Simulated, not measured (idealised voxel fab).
A process module follows: voxel released beams.
Cross-section cut: width 160 nm, square cells of 5 nm.
When this document writes out a cross-section, it uses a grid of square cells and lists it as bands, beginning at the top and moving down, with a band standing for one or more rows of cells.
Read a band's entry like this: the first values are the height of its top and the height of its bottom in nm, and what follows is the sequence of materials from left to right, each with its width in nm. Note that "empty" is empty space, and that a single material marked "edge to edge" reaches across the band from edge to edge.
Height datum 0, below which the as-received substrate wafer is one material. Lowest band open at the bottom, running downward: "0..down".
So if you see something like "30->40" for the width, read it as the top row of the band sitting at the first number and the bottom row at the second, with every row in between moving by the same amount as the last.
Where a step carries "changes: none", the cross-section came out of it unchanged, cell for cell.
Closed-off voids of 8+ cells (no open route to the top) go in "Catalogued sealed voids", written width x height at distance from the left edge, in nm.
Formally, on a step line, whatever follows the settings is a remark that the simulator itself makes on the step.
The "overlay nm" setting may appear on a step's line; for a step that uses a mask, it gives how far to the right of its planned position the mask lay, and a negative value indicates the left.
The following list gives the planned process steps
1,RECEIVE [material Si]
2,CONFORMAL_DEP [material SiN] [thk nm 5]
3,DIRECTIONAL_DEP [material SiO2] [thk nm 15]
4,DIRECTIONAL_DEP [material aC] [thk nm 15]
5,PATTERN [tone open] [mask id ANCHOR] [material resist] [width nm 35] [thk nm 35] [overlay nm 0]
6,DIRECTIONAL_ETCH [etch materials aC] [depth nm 15]
7,STRIP [etch materials resist]
8,DIRECTIONAL_ETCH [etch materials SiO2] [depth nm 15]
9,STRIP [etch materials aC]
10,CONFORMAL_DEP [material W] [thk nm 15]
11,PATTERN [tone cover] [mask id BEAM] [material resist] [width nm 110] [thk nm 15] [overlay nm 0]
12,DIRECTIONAL_ETCH [etch materials W] [depth nm 15]
13,STRIP [etch materials resist]
14,STRIP [etch materials SiO2]
Cross-section of the wafer as it came to us, i.e., already through step 1
0..down | Si edge to edge
Catalogued sealed voids: none
First of two wafers: cross-section at end of module, run per plan
35..20 | empty=20, W=20, empty=5, W=85, empty=30
20..5 | empty=25, W=35, empty=100
5..0 | SiN edge to edge
0..down | Si edge to edge
Catalogued sealed voids: none
Here is the second of the two wafers cut open at the end of the module - same start, same plan as the first one, but we made one mistake running it
35..20 | empty=25, W=15, empty=5, W=85, empty=30
20..5 | empty=25, W=35, empty=100
5..0 | SiN edge to edge
0..down | Si edge to edge
Catalogued sealed voids: none
what went wrong: contrary to plan, step 11 was performed as PATTERN [tone cover] [mask id BEAM] [material resist] [width nm 105] [thk nm 15] [overlay nm 0]
Count the cells at the end and the second wafer has more or fewer of some materials than the first: 3 fewer of W
